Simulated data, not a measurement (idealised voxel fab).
The following process module bears the name voxel quadruple lines.
Displayed cross-section: cut, width of 220 nm, square cells sized 5 nm.
How to read a cross-section here: the picture is a grid of square cells, written as bands going from the top down, and any band can span one or more rows of cells.
Top, bottom (nm), then materials left to right with widths (nm); lone material tagged "full width" fills the whole band edge to edge; "empty" = empty space.
Height reference: 0 = level under which incoming wafer is all one material. Lowest band: no bottom, runs on downward, e.g. "0 and below".
So if you see something like "30 to 40" for the width, read it as the top row of the band sitting at the first number and the bottom row at the second, with every row in between moving by the same amount as the last.
What does "no change" mean for a step? It means no cell of the cross-section changed in that step.
"Enclosed void listing" contains a list of empty spaces, each no smaller than 8 cells and without an open way to the top, written in the form width x height at distance with the distance from the left edge and all three in nm.
Formally, on a step line, whatever follows the settings is a remark that the simulator itself makes on the step.
You can add "overlay nm" to a step's line. For a step with a mask, it describes how far the mask lay to the right of its planned position, and a negative number describes a lay to the left.

# plan
- 1: RECEIVE, material Si
- 2: CONFORMAL_DEP, material SiO2, thk nm 10
- 3: DIRECTIONAL_DEP, material W, thk nm 15
- 4: DIRECTIONAL_DEP, material polySi, thk nm 20
- 5: DIRECTIONAL_DEP, material aC, thk nm 25
- 6: PATTERN, tone cover, mask id MANDREL, material resist, width nm 35, pitch nm 100, thk nm 35, overlay nm 0
- 7: DIRECTIONAL_ETCH, etch materials aC, depth nm 25
- 8: STRIP, etch materials resist
- 9: CONFORMAL_DEP, material SiO2, thk nm 15
- 10: DIRECTIONAL_ETCH, etch materials SiO2, depth nm 15
- 11: STRIP, etch materials aC
- 12: DIRECTIONAL_ETCH, etch materials polySi, depth nm 20
- 13: STRIP, etch materials SiO2
- 14: CONFORMAL_DEP, material SiCN, thk nm 10
- 15: DIRECTIONAL_ETCH, etch materials SiCN, depth nm 10
- 16: STRIP, etch materials polySi
- 17: DIRECTIONAL_ETCH, etch materials W, depth nm 15
- 18: STRIP, etch materials SiCN
- 19: FILL_DEP, material SiO2, thk nm 5
- 20: CMP, height nm 25

# Cross-section of the wafer as it came to us, i.e., already through step 1
    0 and below | Si full width
    Enclosed void listing: none

# Cross-section taken at module completion on the first of two wafers; processed per the plan
    25 down to 10 | SiO2=15  W=10  SiO2=15  W=10  SiO2=15  W=10  SiO2=15  W=10  SiO2=15  W=10  SiO2=15  W=10  SiO2=15  W=10  SiO2=15  W=10  SiO2=20
    10 down to 0 | SiO2 full width
    0 and below | Si full width
    Enclosed void listing: none

# Second wafer cross-section at end of module - shared start and plan with the first, one mistake in the run
    25 down to 10 | SiO2=20  W=10  SiO2=15  W=10  SiO2=15  W=10  SiO2=15  W=10  SiO2=15  W=10  SiO2=15  W=10  SiO2=15  W=10  SiO2=15  W=10  SiO2=15
    10 down to 0 | SiO2 full width
    0 and below | Si full width
    Enclosed void listing: none
So what did we get wrong on this run? step 6 ran differently from the plan; actual operation with settings: PATTERN, tone cover, mask id MANDREL, material resist, width nm 35, pitch nm 100, thk nm 35, overlay nm 5
Tallied in cells, the final second wafer holds each material in the same quantity as the first, although not at the same places.
